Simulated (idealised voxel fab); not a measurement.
This section sets out a process module, namely voxel air gaps.
In the cross-section labelled cut, the width is 170 nm and each square cell is 5 nm.
Notation: cross-section as square-cell grid; stated in bands, top first, going down; one or more cell rows per band.
Per band: top height and bottom height in nm, followed by the left-to-right materials and their widths in nm; "everywhere" marks a single material spanning edge to edge, "empty" marks empty space.
Where do heights start? At 0: under that level the wafer as delivered is made of one material only. And the lowest band has no floor; it just carries on downward, as in "z 0 and below".
When a width is written as two numbers, as in "30->40", the first number is the width in the top row of cells of the band and the second is the width in its bottom row, and the width changes by the same amount from each row to the next.
A step reported as "nothing changed" is a step in which no cell of the cross-section changed.
Entry "Entrapped voids" = empty spaces >= 8 cells with no open way to the top; each as width x height at distance, distance from left edge, all nm.
Heads up: the bit after the settings on a step's line is the simulator's remark on that step.
"overlay nm", when on a step's line for a step with a mask, measures how far to the right of its planned place the mask lay; a negative measure means to the left.
[Listed below are the process steps as planned]
step 1: RECEIVE (material Si)
step 2: CONFORMAL_DEP (material SiO2; thk nm 15)
step 3: CONFORMAL_DEP (material SiCN; thk nm 5)
step 4: DIRECTIONAL_DEP (material SiO2; thk nm 40)
step 5: PATTERN (tone open; mask id LINES; material resist; width nm 25; pitch nm 50; thk nm 15; overlay nm 0)
step 6: DIRECTIONAL_ETCH (etch materials SiO2; depth nm 40)
step 7: STRIP (etch materials resist)
step 8: CONFORMAL_DEP (material TiN; thk nm 5)
step 9: FILL_DEP (material Cu; thk nm 5)
step 10: CMP (height nm 60)
step 11: EPI (material Ru; thk nm 10)
step 12: SELECTIVE_ETCH (etch materials SiO2; depth nm 50)
step 13: CONFORMAL_DEP (material SiCN; thk nm 5)
[So this is the incoming wafer in cross-section - it's already been through step 1]
    z 0 and below | Si everywhere
    Entrapped voids: none
[Cross-section, end of module. Start: as above. Plan: as above. Execution: one mistake]
    z 75 to 70 | SiCN 165, then empty 5
    z 70 to 60 | SiCN 5, then Ru 155, then SiCN 5, then empty 5
    z 60 to 55 | SiCN 15, then TiN 5, then Cu 25, then TiN 5, then SiO2 15, then TiN 5, then Cu 25, then TiN 5, then SiO2 15, then TiN 5, then Cu 25, then TiN 5, then SiCN 15, then empty 5
    z 55 to 25 | empty 10, then SiCN 5, then TiN 5, then Cu 25, then TiN 5, then SiO2 15, then TiN 5, then Cu 25, then TiN 5, then SiO2 15, then TiN 5, then Cu 25, then TiN 5, then SiCN 5, then empty 15
    z 25 to 20 | SiCN 15, then TiN 35, then SiO2 15, then TiN 35, then SiO2 15, then TiN 35, then SiCN 20
    z 20 to 15 | SiCN everywhere
    z 15 to 0 | SiO2 everywhere
    z 0 and below | Si everywhere
    Entrapped voids: 10 x 30 at 0
Where did the run depart from the plan? heads up, step 5 didn't go per plan, it actually ran as PATTERN (tone open; mask id LINES; material resist; width nm 35; pitch nm 50; thk nm 15; overlay nm 0)
